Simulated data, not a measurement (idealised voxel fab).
Presented below is a process module, voxel spacer lines.
The figure presents cross-section cut, which has a width of 220 nm and is divided into square cells with an edge length of 5 nm.
A cross-section in this document is a grid of square cells, and it is written down as bands, the top band listed before the ones below it; a band is made up of one or more rows of cells.
In this notation a band is specified by the heights of its top and bottom, in that order and in nm, after which its materials appear from left to right, each paired with its width in nm. The word "edge to edge" attached to a single material means that material fills the band from edge to edge; the word "empty" stands for empty space.
Below 0: as-received wafer, all one material; heights counted from there. Lowest band: no bottom, goes on down, written "from 0 down".
Width "30->40": first value at the band's top row of cells, second value at its bottom row, equal change from row to row.
Step marked "nothing got changed"? Then no cell in the cross-section changed in it.
Empty spaces counting at least 8 cells and having no open way to the top are listed in "Closed void inventory". The notation width x height at distance is used for each, the distance being from the left edge and all three values in nm.
Read whatever lies past the settings on a step's line as the simulator's own remark about the step.
overlay nm: mask offset rightward from planned place, masked step; negative means leftward offset.

**Process steps - plan**
1) op RECEIVE | material Si
2) op CONFORMAL_DEP | material Al2O3 | thk nm 5
3) op DIRECTIONAL_DEP | material polySi | thk nm 10
4) op DIRECTIONAL_DEP | material aC | thk nm 25
5) op PATTERN | tone cover | mask id MANDREL | material resist | width nm 25 | pitch nm 80 | thk nm 35 | overlay nm 0
6) op DIRECTIONAL_ETCH | etch materials aC | depth nm 25
7) op STRIP | etch materials resist
8) op CONFORMAL_DEP | material SiN | thk nm 15
9) op DIRECTIONAL_ETCH | etch materials SiN | depth nm 15
10) op STRIP | etch materials aC
11) op DIRECTIONAL_ETCH | etch materials polySi | depth nm 10
12) op STRIP | etch materials SiN

**Step 1 complete: cross-section of the wafer as received**
	from 0 down | Si edge to edge
	Closed void inventory: none

**Cross-section: first of two wafers, module finished, run according to plan**
	from 15 to 5 | polySi 15 / empty 25 / polySi 15 / empty 25 / polySi 15 / empty 25 / polySi 15 / empty 25 / polySi 15 / empty 25 / polySi 15 / empty 5
	from 5 to 0 | Al2O3 edge to edge
	from 0 down | Si edge to edge
	Closed void inventory: none

**Second of two wafers, module complete, sectioned: it shares the first wafer's start and plan but was run with one mistake**
	from 15 to 5 | empty 5 / polySi 15 / empty 25 / polySi 15 / empty 25 / polySi 15 / empty 25 / polySi 15 / empty 25 / polySi 15 / empty 25 / polySi 15
	from 5 to 0 | Al2O3 edge to edge
	from 0 down | Si edge to edge
	Closed void inventory: none
It is concluded that the wafer was processed incorrectly with respect to the plan, in that step 5 deviated from plan and actually ran as op PATTERN | tone cover | mask id MANDREL | material resist | width nm 25 | pitch nm 80 | thk nm 35 | overlay nm 5
Matching per-material cell counts, mismatched positions: that is how the second wafer compares with the first at the end.
